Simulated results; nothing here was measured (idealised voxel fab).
Process module under the name voxel wiring stack
The figure presents cross-section cut, which has a width of 285 nm and is divided into square cells with an edge length of 5 nm.
The cross-sections in this document take the form of a grid made of square cells. They are written out as bands, in order from top to bottom. Each band consists of one or more rows of cells. Top, bottom (nm), then materials left to right with widths (nm); lone material tagged "everywhere" fills the whole band edge to edge; "empty" = empty space. Heights from 0 (as-received wafer is one material below). Bottom band endless downward, as "0 nm and below". The two numbers in a width such as "30->40" mark its ends across the band: the first belongs to the top row of cells, the second to the bottom row, and from each row to the next the width moves by the same amount. Reading "nothing changed" for a step: not a cell of the cross-section changed in it. Empty spaces without an open route to the top, at least 8 cells in extent, make up the entry "Sealed void inventory"; each is given as width x height at distance, where the distance is measured from the left edge, and all are in nm. If you see something after the settings on a step's line, that's the simulator's own remark about that step. For masked steps, "overlay nm" on the step line gives how far right of plan the mask actually lay; a minus sign means it lay to the left.
PLANNED STEP LIST FOR THE PROCESS
1 RECEIVE: material Si
2 CONFORMAL_DEP: material SiO2, thk nm 15
3 CONFORMAL_DEP: material SiCN, thk nm 5
4 DIRECTIONAL_DEP: material SiO2, thk nm 25
5 MASKED_ETCH: tone open, mask id METAL_1, width nm 25, pitch nm 40, etch materials SiO2, depth nm 25, overlay nm 0
6 MASKED_ETCH: tone open, mask id METAL_1, width nm 25, pitch nm 40, etch materials SiCN, depth nm 5, overlay nm 0
7 CONFORMAL_DEP: material TiN, thk nm 5
8 FILL_DEP: material Ru, thk nm 10
9 CMP: height nm 35
10 EPI: material Ru, thk nm 5
11 FILL_DEP: material SiCN, thk nm 5
12 DIRECTIONAL_DEP: material lowk, thk nm 35
13 MASKED_ETCH: tone open, mask id METAL_2, width nm 25, pitch nm 40, etch materials lowk, depth nm 20, overlay nm 0
14 MASKED_ETCH: tone open, mask id METAL_2_HOLES, width nm 15, pitch nm 80, etch materials lowk, depth nm 15, overlay nm 0
15 MASKED_ETCH: tone open, mask id METAL_2_HOLES, width nm 15, pitch nm 80, etch materials SiCN, depth nm 5, overlay nm 0
16 CONFORMAL_DEP: material TiN, thk nm 5
17 FILL_DEP: material Cu, thk nm 5
18 CMP: height nm 90
19 CONFORMAL_DEP: material SiCN, thk nm 5
20 DIRECTIONAL_DEP: material SiO2, thk nm 10
21 DIRECTIONAL_DEP: material aC, thk nm 15
22 PATTERN: tone open, mask id PLUG_2, material resist, width nm 15, pitch nm 40, thk nm 35, overlay nm 0
23 DIRECTIONAL_ETCH: etch materials aC, depth nm 15
24 STRIP: etch materials resist
25 DIRECTIONAL_ETCH: etch materials SiO2, depth nm 10
26 DIRECTIONAL_ETCH: etch materials SiCN, depth nm 5
27 STRIP: etch materials aC
28 EPI: material Ru, thk nm 10
29 EPI: material Ru, thk nm 5
30 CONFORMAL_DEP: material SiN, thk nm 5
31 DIRECTIONAL_DEP: material lowk, thk nm 20
32 DIRECTIONAL_DEP: material aC, thk nm 10
33 PATTERN: tone open, mask id METAL_3, material resist, width nm 25, pitch nm 40, thk nm 30, overlay nm 0
34 DIRECTIONAL_ETCH: etch materials aC, depth nm 10
35 STRIP: etch materials resist
36 DIRECTIONAL_ETCH: etch materials lowk, depth nm 20
37 DIRECTIONAL_ETCH: etch materials SiN, depth nm 5
38 STRIP: etch materials aC
39 CONFORMAL_DEP: material TiN, thk nm 5
40 FILL_DEP: material W, thk nm 10
41 CMP: height nm 130
42 CONFORMAL_DEP: material SiCN, thk nm 5
43 DIRECTIONAL_DEP: material lowk, thk nm 15
44 DIRECTIONAL_DEP: material aC, thk nm 15
45 PATTERN: tone open, mask id PLUG_3, material resist, width nm 15, pitch nm 80, thk nm 35, overlay nm 0
46 DIRECTIONAL_ETCH: etch materials aC, depth nm 15
47 STRIP: etch materials resist
48 DIRECTIONAL_ETCH: etch materials lowk, depth nm 15
49 DIRECTIONAL_ETCH: etch materials SiCN, depth nm 5
50 STRIP: etch materials aC
51 EPI: material Ru, thk nm 10
52 EPI: material Ru, thk nm 10
53 DIRECTIONAL_DEP: material TiN, thk nm 5
54 DIRECTIONAL_DEP: material Ru, thk nm 15
55 MASKED_ETCH: tone cover, mask id METAL_4, width nm 25, pitch nm 40, etch materials Ru, depth nm 15, overlay nm 0
56 MASKED_ETCH: tone cover, mask id METAL_4, width nm 25, pitch nm 40, etch materials TiN, depth nm 5, overlay nm 0
57 CONFORMAL_DEP: material SiCN, thk nm 5
58 FILL_DEP: material lowk, thk nm 10
59 CMP: height nm 170
60 CONFORMAL_DEP: material SiCN, thk nm 5
Don't read the plan's height nm for step 9 as applying to every wafer: that's the first wafer's value, and the wafers differ in it, though they all start identical.
THE FIRST OF SEVERAL WAFERS IN CROSS-SECTION, EXACTLY AS IT REACHED US AFTER STEP 1
- 0 nm and below | Si everywhere
- Sealed void inventory: none
NOTE: THE FOLLOWING TABLE IS ARRANGED BY WAFER, A ROW APIECE. EACH ROW REPORTS THE END-OF-MODULE STATE: PER MATERIAL, CELLS GAINED (+) OR CELLS LOST (-) COMPARED WITH THE WAFER AS RECEIVED; CLOSED VOIDS FOLLOW
height nm 35; +113 Cu; +184 Ru; +331 SiCN; +37 SiN; +372 SiO2; +221 TiN; +48 W; +689 lowk; Sealed void inventory: none
height nm 40; +56 Cu; +196 Ru; +331 SiCN; +37 SiN; +409 SiO2; +229 TiN; +48 W; +689 lowk; Sealed void inventory: none
height nm 45; +44 Cu; +208 Ru; +331 SiCN; +37 SiN; +446 SiO2; +192 TiN; +48 W; +689 lowk; Sealed void inventory: none
height nm 50; +32 Cu; +249 Ru; +302 SiCN; +37 SiN; +446 SiO2; +229 TiN; +48 W; +652 lowk; Sealed void inventory: none
height nm 55; +20 Cu; +306 Ru; +302 SiCN; +37 SiN; +446 SiO2; +221 TiN; +48 W; +615 lowk; Sealed void inventory: none
height nm 60; +8 Cu; +363 Ru; +302 SiCN; +37 SiN; +446 SiO2; +213 TiN; +48 W; +578 lowk; Sealed void inventory: none
